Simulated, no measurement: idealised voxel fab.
The following is a process module called voxel self aligned vias.
cross-section cut | 175 nm wide | cells 5 nm
Reading order for cross-sections: top band down to bottom band. Underlying form: a grid of square cells. Band size: one or more rows of cells.
Look at the band entry: it leads with the top's height and the bottom's height in nm. Then it lists the materials left to right, with a width in nm for each. The word "all across" on a single material says that material fills the band edge to edge. The word "empty" is empty space.
Counting heights begins at 0, where everything beneath is, in the wafer as received, one material. The lowest band has no bottom; it goes on downwards, as "from 0 down" shows.
Think of "30 to 40" as a width that walks from the first number to the second as you go down the band, top row to bottom row, taking equal-sized steps from row to row.
Basically "no change occurred" means that step didn't change any cell in the cross-section.
Heads up: "Closed-off voids" only lists the empty pockets with no open path to the top that are 8 cells or more, and it writes them as width x height at distance, distance from the left edge, in nm.
If you see something after the settings on a step's line, that's the simulator's own remark about that step.
overlay nm: for a step with a mask, the amount by which the mask lay right of where it was planned; a negative amount means left of it.
Process steps (planned):
step 1: RECEIVE with material Si
step 2: CONFORMAL_DEP with material SiO2, thk nm 10
step 3: CONFORMAL_DEP with material SiCN, thk nm 5
step 4: DIRECTIONAL_DEP with material SiO2, thk nm 20
step 5: DIRECTIONAL_DEP with material aC, thk nm 10
step 6: PATTERN with tone open, mask id LINES, material resist, width nm 20, pitch nm 50, thk nm 25, overlay nm 0
step 7: DIRECTIONAL_ETCH with etch materials aC, depth nm 10
step 8: STRIP with etch materials resist
step 9: DIRECTIONAL_ETCH with etch materials SiO2, depth nm 20
step 10: STRIP with etch materials aC
step 11: CONFORMAL_DEP with material TiN, thk nm 5
step 12: FILL_DEP with material W, thk nm 5
step 13: CMP with height nm 35
step 14: SELECTIVE_ETCH with etch materials W Ru TiN, depth nm 5
step 15: FILL_DEP with material SiN, thk nm 10
step 16: CMP with height nm 35
step 17: DIRECTIONAL_DEP with material SiO2, thk nm 15
step 18: MASKED_ETCH with tone open, mask id VIAS, width nm 30, pitch nm 100, etch materials SiO2, depth nm 15, overlay nm 0
step 19: MASKED_ETCH with tone open, mask id VIAS, width nm 30, pitch nm 100, etch materials SiN, depth nm 5, overlay nm 0
step 20: CONFORMAL_DEP with material TiN, thk nm 5
step 21: FILL_DEP with material Ru, thk nm 5
step 22: CMP with height nm 50
step 23: CONFORMAL_DEP with material SiCN, thk nm 5
So, the first of our two wafers, run just as we planned it:
Cross-section: wafer on arrival = after step 1:
  from 0 down  Si all across
  Closed-off voids: none
Cross-section of the wafer subsequent to step 2:
  from 10 to 0  SiO2 all across
  Anything lower than 0 is untouched.
Cross-section of the wafer subsequent to step 3:
  from 15 to 10  SiCN all across
  Anything lower than 10 is untouched.
Cross-section of the wafer subsequent to step 4:
  from 35 to 15  SiO2 all across
  Anything lower than 15 is untouched.
Cross-section of the wafer subsequent to step 5:
  from 45 to 35  aC all across
  Anything lower than 35 is untouched.
Cross-section of the wafer subsequent to step 6:
  from 70 to 45  25 resist; 20 empty; 30 resist; 20 empty; 30 resist; 20 empty; 30 resist
  Anything lower than 45 is untouched.
Cross-section of the wafer subsequent to step 7:
  from 60 to 45  25 resist; 20 empty; 30 resist; 20 empty; 30 resist; 20 empty; 30 resist
  from 45 to 35  25 aC; 20 empty; 30 aC; 20 empty; 30 aC; 20 empty; 30 aC
  Anything lower than 35 is untouched.
Cross-section of the wafer subsequent to step 8:
  from 45 to 35  25 aC; 20 empty; 30 aC; 20 empty; 30 aC; 20 empty; 30 aC
  Anything lower than 35 is untouched.
Cross-section of the wafer subsequent to step 9:
  from 45 to 35  25 aC; 20 empty; 30 aC; 20 empty; 30 aC; 20 empty; 30 aC
  from 35 to 15  25 SiO2; 20 empty; 30 SiO2; 20 empty; 30 SiO2; 20 empty; 30 SiO2
  Anything lower than 15 is untouched.
Cross-section of the wafer subsequent to step 10:
  from 35 to 15  25 SiO2; 20 empty; 30 SiO2; 20 empty; 30 SiO2; 20 empty; 30 SiO2
  Anything lower than 15 is untouched.
Cross-section of the wafer subsequent to step 11:
  from 40 to 35  30 TiN; 10 empty; 40 TiN; 10 empty; 40 TiN; 10 empty; 35 TiN
  from 35 to 20  25 SiO2; 5 TiN; 10 empty; 5 TiN; 30 SiO2; 5 TiN; 10 empty; 5 TiN; 30 SiO2; 5 TiN; 10 empty; 5 TiN; 30 SiO2
  from 20 to 15  25 SiO2; 20 TiN; 30 SiO2; 20 TiN; 30 SiO2; 20 TiN; 30 SiO2
  Anything lower than 15 is untouched.
Cross-section of the wafer subsequent to step 12:
  from 45 to 40  W all across
  from 40 to 35  30 TiN; 10 W; 40 TiN; 10 W; 40 TiN; 10 W; 35 TiN
  from 35 to 20  25 SiO2; 5 TiN; 10 W; 5 TiN; 30 SiO2; 5 TiN; 10 W; 5 TiN; 30 SiO2; 5 TiN; 10 W; 5 TiN; 30 SiO2
  Anything lower than 20 is untouched.
Cross-section of the wafer subsequent to step 13:
  from 35 to 20  25 SiO2; 5 TiN; 10 W; 5 TiN; 30 SiO2; 5 TiN; 10 W; 5 TiN; 30 SiO2; 5 TiN; 10 W; 5 TiN; 30 SiO2
  Anything lower than 20 is untouched.
Cross-section of the wafer subsequent to step 14:
  from 35 to 30  25 SiO2; 20 empty; 30 SiO2; 20 empty; 30 SiO2; 20 empty; 30 SiO2
  Anything lower than 30 is untouched.
Cross-section of the wafer subsequent to step 15:
  from 45 to 35  SiN all across
  from 35 to 30  25 SiO2; 20 SiN; 30 SiO2; 20 SiN; 30 SiO2; 20 SiN; 30 SiO2
  Anything lower than 30 is untouched.
Cross-section of the wafer subsequent to step 16:
  from 35 to 30  25 SiO2; 20 SiN; 30 SiO2; 20 SiN; 30 SiO2; 20 SiN; 30 SiO2
  Anything lower than 30 is untouched.
Cross-section of the wafer subsequent to step 17:
  from 50 to 35  SiO2 all across
  Anything lower than 35 is untouched.
Cross-section of the wafer subsequent to step 18:
  from 50 to 35  20 SiO2; 30 empty; 70 SiO2; 30 empty; 25 SiO2
  Anything lower than 35 is untouched.
Cross-section of the wafer subsequent to step 19:
  from 50 to 35  20 SiO2; 30 empty; 70 SiO2; 30 empty; 25 SiO2
  from 35 to 30  25 SiO2; 20 empty; 30 SiO2; 20 SiN; 30 SiO2; 20 empty; 30 SiO2
  Anything lower than 30 is untouched.
Cross-section of the wafer subsequent to step 20:
  from 55 to 50  25 TiN; 20 empty; 80 TiN; 20 empty; 30 TiN
  from 50 to 40  20 SiO2; 5 TiN; 20 empty; 5 TiN; 70 SiO2; 5 TiN; 20 empty; 5 TiN; 25 SiO2
  from 40 to 35  20 SiO2; 10 TiN; 10 empty; 10 TiN; 70 SiO2; 10 TiN; 10 empty; 10 TiN; 25 SiO2
  from 35 to 30  25 SiO2; 20 TiN; 30 SiO2; 20 SiN; 30 SiO2; 20 TiN; 30 SiO2
  Anything lower than 30 is untouched.
Cross-section of the wafer subsequent to step 21:
  from 60 to 55  Ru all across
  from 55 to 50  25 TiN; 20 Ru; 80 TiN; 20 Ru; 30 TiN
  from 50 to 40  20 SiO2; 5 TiN; 20 Ru; 5 TiN; 70 SiO2; 5 TiN; 20 Ru; 5 TiN; 25 SiO2
  from 40 to 35  20 SiO2; 10 TiN; 10 Ru; 10 TiN; 70 SiO2; 10 TiN; 10 Ru; 10 TiN; 25 SiO2
  Anything lower than 35 is untouched.
Cross-section of the wafer subsequent to step 22:
  from 50 to 40  20 SiO2; 5 TiN; 20 Ru; 5 TiN; 70 SiO2; 5 TiN; 20 Ru; 5 TiN; 25 SiO2
  Anything lower than 40 is untouched.
Cross-section of the wafer subsequent to step 23:
  from 55 to 50  SiCN all across
  Anything lower than 50 is untouched.
It is to be noted that the second wafer proceeded from the same initial state and according to the same plan as the first, although one mistake was committed in its execution; through step 2, inclusive, the two wafers share an identical history:
Cross-section of the second wafer at the time step 3 of the plan should have ended:
  from 30 to 0  SiO2 all across
  Anything lower than 0 is untouched.
Cross-section of the second wafer at the time step 4 of the plan should have ended:
  from 35 to 30  SiCN all across
  Anything lower than 30 is untouched.
Cross-section of the second wafer at the time step 5 of the plan should have ended:
  from 45 to 35  aC all across
  Anything lower than 35 is untouched.
Cross-section of the second wafer at the time step 6 of the plan should have ended:
  from 70 to 45  25 resist; 20 empty; 30 resist; 20 empty; 30 resist; 20 empty; 30 resist
  Anything lower than 45 is untouched.
Cross-section of the second wafer at the time step 7 of the plan should have ended:
  from 60 to 45  25 resist; 20 empty; 30 resist; 20 empty; 30 resist; 20 empty; 30 resist
  from 45 to 35  25 aC; 20 empty; 30 aC; 20 empty; 30 aC; 20 empty; 30 aC
  Anything lower than 35 is untouched.
Cross-section of the second wafer at the time step 8 of the plan should have ended:
  from 45 to 35  25 aC; 20 empty; 30 aC; 20 empty; 30 aC; 20 empty; 30 aC
  Anything lower than 35 is untouched.
Cross-section of the second wafer at the time step 9 of the plan should have ended: no change occurred
Cross-section of the second wafer at the time step 10 of the plan should have ended:
  from 35 to 30  SiCN all across
  Anything lower than 30 is untouched.
Cross-section of the second wafer at the time step 11 of the plan should have ended:
  from 40 to 35  TiN all across
  Anything lower than 35 is untouched.
Cross-section of the second wafer at the time step 12 of the plan should have ended:
  from 45 to 40  W all across
  Anything lower than 40 is untouched.
Cross-section of the second wafer at the time step 13 of the plan should have ended:
  from 35 to 30  SiCN all across
  Anything lower than 30 is untouched.
Cross-section of the second wafer at the time step 14 of the plan should have ended: no change occurred
Cross-section of the second wafer at the time step 15 of the plan should have ended:
  from 45 to 35  SiN all across
  Anything lower than 35 is untouched.
Cross-section of the second wafer at the time step 16 of the plan should have ended:
  from 35 to 30  SiCN all across
  Anything lower than 30 is untouched.
Cross-section of the second wafer at the time step 17 of the plan should have ended:
  from 50 to 35  SiO2 all across
  Anything lower than 35 is untouched.
Cross-section of the second wafer at the time step 18 of the plan should have ended:
  from 50 to 35  20 SiO2; 30 empty; 70 SiO2; 30 empty; 25 SiO2
  Anything lower than 35 is untouched.
Cross-section of the second wafer at the time step 19 of the plan should have ended: no change occurred
Cross-section of the second wafer at the time step 20 of the plan should have ended:
  from 55 to 50  25 TiN; 20 empty; 80 TiN; 20 empty; 30 TiN
  from 50 to 40  20 SiO2; 5 TiN; 20 empty; 5 TiN; 70 SiO2; 5 TiN; 20 empty; 5 TiN; 25 SiO2
  from 40 to 35  20 SiO2; 30 TiN; 70 SiO2; 30 TiN; 25 SiO2
  Anything lower than 35 is untouched.
Cross-section of the second wafer at the time step 21 of the plan should have ended:
  from 60 to 55  Ru all across
  from 55 to 50  25 TiN; 20 Ru; 80 TiN; 20 Ru; 30 TiN
  from 50 to 40  20 SiO2; 5 TiN; 20 Ru; 5 TiN; 70 SiO2; 5 TiN; 20 Ru; 5 TiN; 25 SiO2
  Anything lower than 40 is untouched.
Cross-section of the second wafer at the time step 22 of the plan should have ended:
  from 50 to 40  20 SiO2; 5 TiN; 20 Ru; 5 TiN; 70 SiO2; 5 TiN; 20 Ru; 5 TiN; 25 SiO2
  Anything lower than 40 is untouched.
Cross-section of the second wafer at the time step 23 of the plan should have ended:
  from 55 to 50  SiCN all across
  Anything lower than 50 is untouched.
Finding, execution versus plan: steps 3 and 4 swapped
Per the end-of-run cell counts, the second wafer holds more or fewer of some materials than the first: Ru: 4 fewer, SiN: 4 fewer, SiO2: 48 more, TiN: 28 fewer, W: 12 fewer
